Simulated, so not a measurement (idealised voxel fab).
The process module that follows is named voxel wiring stack.
Square cells of 5 nm make up the cross-section cut, whose width is 140 nm.
This document writes a cross-section as a grid whose cells are square, and gives it as bands, listed from the top down; one or more rows of cells form a band. This entry defines a band. It first specifies the height of the band's top and the height of its bottom in nm, and then specifies the band's materials from left to right, stating each material with its width in nm. The word "full width" identifies a single material that fills the band from edge to edge, while the word "empty" identifies empty space. Heights are measured from 0, the level below which the as-received wafer is all one material; the lowest band has no bottom and continues downward, written as in "z 0 and below". A width such as "30->40" changes by the same amount from each row of cells to the next, from the band's top row to its bottom row. For the purposes of this document, the phrase "changes: none" attached to a step denotes that no cell within the cross-section was modified by that step. Each empty space that has no open way to the top and spans at least 8 cells appears under "Fully enclosed voids" as width x height at distance, the distance counted from the left edge, all in nm. What comes after the settings on a step's line is commentary from the simulator itself on that step. You can add "overlay nm" to a step's line. For a step with a mask, it describes how far the mask lay to the right of its planned position, and a negative number describes a lay to the left.
PROCESS STEPS - PLAN
1: RECEIVE: material Si
2: CONFORMAL_DEP: material SiO2, thk nm 10
3: CONFORMAL_DEP: material SiCN, thk nm 5
4: DIRECTIONAL_DEP: material SiO2, thk nm 25
5: MASKED_ETCH: tone open, mask id METAL_1, width nm 20, pitch nm 35, etch materials SiO2, depth nm 25, overlay nm 0
6: MASKED_ETCH: tone open, mask id METAL_1, width nm 20, pitch nm 35, etch materials SiCN, depth nm 5, overlay nm 0
7: CONFORMAL_DEP: material TiN, thk nm 5
8: FILL_DEP: material W, thk nm 10
9: CMP: height nm 40
10: EPI: material Ru, thk nm 5
11: FILL_DEP: material SiCN, thk nm 5
12: DIRECTIONAL_DEP: material lowk, thk nm 10
13: PATTERN: tone open, mask id PLUG_1, material resist, width nm 15, pitch nm 70, thk nm 20, overlay nm 0
14: DIRECTIONAL_ETCH: etch materials lowk, depth nm 10
15: DIRECTIONAL_ETCH: etch materials SiCN, depth nm 5
16: STRIP: etch materials resist
17: CONFORMAL_DEP: material TiN, thk nm 5
18: FILL_DEP: material W, thk nm 5
19: CMP: height nm 60
20: DIRECTIONAL_DEP: material TiN, thk nm 5
21: DIRECTIONAL_DEP: material Ru, thk nm 20
22: MASKED_ETCH: tone cover, mask id METAL_2, width nm 20, pitch nm 35, etch materials Ru, depth nm 20, overlay nm 0
23: MASKED_ETCH: tone cover, mask id METAL_2, width nm 20, pitch nm 35, etch materials TiN, depth nm 5, overlay nm 0
24: CONFORMAL_DEP: material SiN, thk nm 5
25: FILL_DEP: material lowk, thk nm 10
26: CMP: height nm 85
27: CONFORMAL_DEP: material SiCN, thk nm 5
28: DIRECTIONAL_DEP: material SiO2, thk nm 35
29: PATTERN: tone open, mask id METAL_3, material resist, width nm 20, pitch nm 35, thk nm 15, overlay nm 0
30: DIRECTIONAL_ETCH: etch materials SiO2, depth nm 20
31: STRIP: etch materials resist
32: PATTERN: tone open, mask id METAL_3_HOLES, material resist, width nm 15, pitch nm 35, thk nm 15, overlay nm 0
33: DIRECTIONAL_ETCH: etch materials SiO2, depth nm 15
34: DIRECTIONAL_ETCH: etch materials SiCN, depth nm 5
35: STRIP: etch materials resist
36: CONFORMAL_DEP: material TiN, thk nm 5
37: FILL_DEP: material Cu, thk nm 10
38: CMP: height nm 125
39: CONFORMAL_DEP: material SiN, thk nm 5
INCOMING WAFER, CROSS-SECTIONAL VIEW, POST STEP 1
- z 0 and below | Si full width
- Fully enclosed voids: none
POST-MODULE CROSS-SECTION OF THE FIRST OF TWO WAFERS (RUN PER PLAN)
- z 130 to 125 | SiN full width
- z 125 to 110 | SiO2=25, TiN=5, Cu=10, TiN=5, SiO2=15, TiN=5, Cu=10, TiN=5, SiO2=15, TiN=5, Cu=10, TiN=5, SiO2=25
- z 110 to 105 | SiO2=25, TiN=5, Cu=5, TiN=10, SiO2=15, TiN=5, Cu=5, TiN=10, SiO2=15, TiN=5, Cu=5, TiN=10, SiO2=25
- z 105 to 90 | SiO2=25, TiN=5, Cu=5, TiN=5, SiO2=20, TiN=5, Cu=5, TiN=5, SiO2=20, TiN=5, Cu=5, TiN=5, SiO2=30
- z 90 to 85 | SiCN=25, TiN=15, SiCN=20, TiN=15, SiCN=20, TiN=15, SiCN=30
- z 85 to 65 | lowk=20, SiN=5, Ru=20, SiN=5, lowk=5, SiN=5, Ru=20, SiN=5, lowk=5, SiN=5, Ru=20, SiN=5, lowk=20
- z 65 to 60 | SiN=25, TiN=20, SiN=15, TiN=20, SiN=15, TiN=20, SiN=25
- z 60 to 50 | lowk=25, TiN=5, W=5, TiN=5, lowk=55, TiN=5, W=5, TiN=5, lowk=30
- z 50 to 45 | SiCN=25, TiN=15, SiCN=55, TiN=15, SiCN=30
- z 45 to 40 | SiCN=20, Ru=30, SiCN=5, Ru=30, SiCN=5, Ru=30, SiCN=20
- z 40 to 15 | SiO2=25, TiN=5, W=10, TiN=5, SiO2=15, TiN=5, W=10, TiN=5, SiO2=15, TiN=5, W=10, TiN=5, SiO2=25
- z 15 to 10 | SiCN=25, TiN=20, SiCN=15, TiN=20, SiCN=15, TiN=20, SiCN=25
- z 10 to 0 | SiO2 full width
- z 0 and below | Si full width
- Fully enclosed voids: none
THE SECOND WAFER, SHOWN IN CROSS-SECTION AFTER THE MODULE: STARTED THE SAME WAY AS THE FIRST AND GIVEN THE SAME PLAN, YET ONE MISTAKE CREPT INTO HOW IT WAS RUN
- z 130 to 125 | SiN full width
- z 125 to 95 | SiO2=25, TiN=5, Cu=10, TiN=5, SiO2=15, TiN=5, Cu=10, TiN=5, SiO2=15, TiN=5, Cu=10, TiN=5, SiO2=25
- z 95 to 90 | SiO2=25, TiN=5, Cu=5, TiN=10, SiO2=15, TiN=5, Cu=5, TiN=10, SiO2=15, TiN=5, Cu=5, TiN=10, SiO2=25
- z 90 to 85 | SiCN=25, TiN=15, SiCN=20, TiN=15, SiCN=20, TiN=15, SiCN=30
- z 85 to 65 | lowk=20, SiN=5, Ru=20, SiN=5, lowk=5, SiN=5, Ru=20, SiN=5, lowk=5, SiN=5, Ru=20, SiN=5, lowk=20
- z 65 to 60 | SiN=25, TiN=20, SiN=15, TiN=20, SiN=15, TiN=20, SiN=25
- z 60 to 50 | lowk=25, TiN=5, W=5, TiN=5, lowk=55, TiN=5, W=5, TiN=5, lowk=30
- z 50 to 45 | SiCN=25, TiN=15, SiCN=55, TiN=15, SiCN=30
- z 45 to 40 | SiCN=20, Ru=30, SiCN=5, Ru=30, SiCN=5, Ru=30, SiCN=20
- z 40 to 15 | SiO2=25, TiN=5, W=10, TiN=5, SiO2=15, TiN=5, W=10, TiN=5, SiO2=15, TiN=5, W=10, TiN=5, SiO2=25
- z 15 to 10 | SiCN=25, TiN=20, SiCN=15, TiN=20, SiCN=15, TiN=20, SiCN=25
- z 10 to 0 | SiO2 full width
- z 0 and below | Si full width
- Fully enclosed voids: none
Nonconformance to the process plan: step 30 of the plan was executed twice over
Final tally in cells, some materials are higher or lower on the second wafer than on the first: +9 Cu; -9 SiO2
